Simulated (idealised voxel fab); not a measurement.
process module | voxel spacer lines
Square cell edge 5 nm, section width 220 nm, ID cut.
Bands, listed from the top down, are how a cross-section gets written in this document; the cross-section itself is a grid of square cells, and a band is one or more rows of them. Read a band's entry like this: the first values are the height of its top and the height of its bottom in nm, and what follows is the sequence of materials from left to right, each with its width in nm. Note that "air" is empty space, and that a single material marked "full width" reaches across the band from edge to edge. Below 0: as-received wafer, all one material; heights counted from there. Lowest band: no bottom, goes on down, written "z 0 and below". Graded width ("30 to 40"): value in top row of band = first number; value in bottom row = second number; row-to-row change constant. Basically "everything unchanged" means that step didn't change any cell in the cross-section. Voids not open to the top, 8 cells minimum: see "Entrapped voids". Written width x height at distance; distance is from the left edge; nm. after a step's settings: what the simulator itself notes on the step. overlay nm: mask right of planned place by this much (step with mask). Neg. = left.
SO HERE'S THE LINEUP OF PROCESS STEPS WE PLANNED
1,RECEIVE [material Si]
2,CONFORMAL_DEP [material Al2O3] [thk nm 5]
3,DIRECTIONAL_DEP [material TiN] [thk nm 20]
4,DIRECTIONAL_DEP [material polySi] [thk nm 20]
5,PATTERN [tone cover] [mask id MANDREL] [material resist] [width nm 15] [pitch nm 60] [thk nm 25] [overlay nm 0]
6,DIRECTIONAL_ETCH [etch materials polySi] [depth nm 20]
7,STRIP [etch materials resist]
8,CONFORMAL_DEP [material SiN] [thk nm 15]
9,DIRECTIONAL_ETCH [etch materials SiN] [depth nm 15]
10,STRIP [etch materials polySi]
11,DIRECTIONAL_ETCH [etch materials TiN] [depth nm 20]
12,STRIP [etch materials SiN]
HERE'S WHAT THE WAFER LOOKED LIKE IN CROSS-SECTION WHEN IT ARRIVED - THAT'S AFTER STEP 1
> z 0 and below | Si full width
> Entrapped voids: none
CROSS-SECTION, FIRST OF TWO WAFERS, END OF MODULE, RUN AS PLANNED
> z 25 to 5 | air: 55, TiN: 15, air: 15, TiN: 15, air: 15, TiN: 15, air: 15, TiN: 15, air: 60
> z 5 to 0 | Al2O3 full width
> z 0 and below | Si full width
> Entrapped voids: none
WAFER TWO (OF TWO), END-OF-MODULE CROSS-SECTION: START = WAFER ONE, PLAN = WAFER ONE, ONE RUN MISTAKE
> z 60 to 45 | air: 55, Al2O3: 45, air: 15, Al2O3: 45, air: 60
> z 45 to 40 | air: 55, Al2O3: 15, polySi: 15, Al2O3: 15, air: 15, Al2O3: 15, polySi: 15, Al2O3: 15, air: 60
> z 40 to 25 | Al2O3: 70, polySi: 15, Al2O3: 45, polySi: 15, Al2O3: 75
> z 25 to 5 | TiN full width
> z 5 to 0 | Al2O3 full width
> z 0 and below | Si full width
> Entrapped voids: none
Deviation from plan: rather than as planned, step 8 actually ran as CONFORMAL_DEP [material Al2O3] [thk nm 15]
Once processing is complete, comparing cell counts shows that the second wafer has more or fewer of certain materials than the first: Al2O3: 180 more; TiN: 128 more; polySi: 24 more
